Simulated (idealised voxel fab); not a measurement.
process module | voxel lift off
cross-section cut | 175 nm wide | cells 5 nm
A cross-section is a grid of square cells, given in bands from the top down. A band is one or more rows of cells.
Each band's line starts with the height of the band's top and of its bottom, in nm. Then come its materials from left to right, each with its width in nm. One material with "throughout" fills the band from edge to edge. "air" is empty space.
Height 0 is the level under which the wafer as received is all one material. The lowest band goes on downwards, as in "0 down".
A width such as "30 to 40" changes by the same amount from each row of cells to the next, from the band's top row to its bottom row.
"no change" after a step means that no cell of the cross-section changed.
closed voids: empty space of 8 cells or more with no open way to the top, each as width x height at its distance from the left edge, in nm
after a step's settings: what the simulator itself notes on the step
overlay nm, on a step with a mask: how far to the right of its planned place the mask lay; to the left if negative
plan
1 op RECEIVE | material Si
2 op CONFORMAL_DEP | material SiO2 | thk nm 15
3 op PATTERN | tone open | mask id LINES | material resist | width nm 30 | pitch nm 45 | thk nm 30 | overlay nm 0
4 op DIRECTIONAL_DEP | material Ru | thk nm 5
5 op STRIP | etch materials resist
6 op CONFORMAL_DEP | material SiO2 | thk nm 5
varied across the wafers: thk nm of step 4. The plan shows the first wafer's value. All wafers start alike
first wafer as received, after step 1
  0 down: Si throughout
  closed voids: none
each wafer at the end: cells of each material gained (+) or lost (-) since it was received, then its closed voids
thk nm 5 | +12 Ru | +144 SiO2 | closed voids: none
thk nm 10 | +24 Ru | +148 SiO2 | closed voids: none
thk nm 15 | +36 Ru | +152 SiO2 | closed voids: none
thk nm 20 | +48 Ru | +156 SiO2 | closed voids: none
thk nm 25 | +60 Ru | +160 SiO2 | closed voids: none
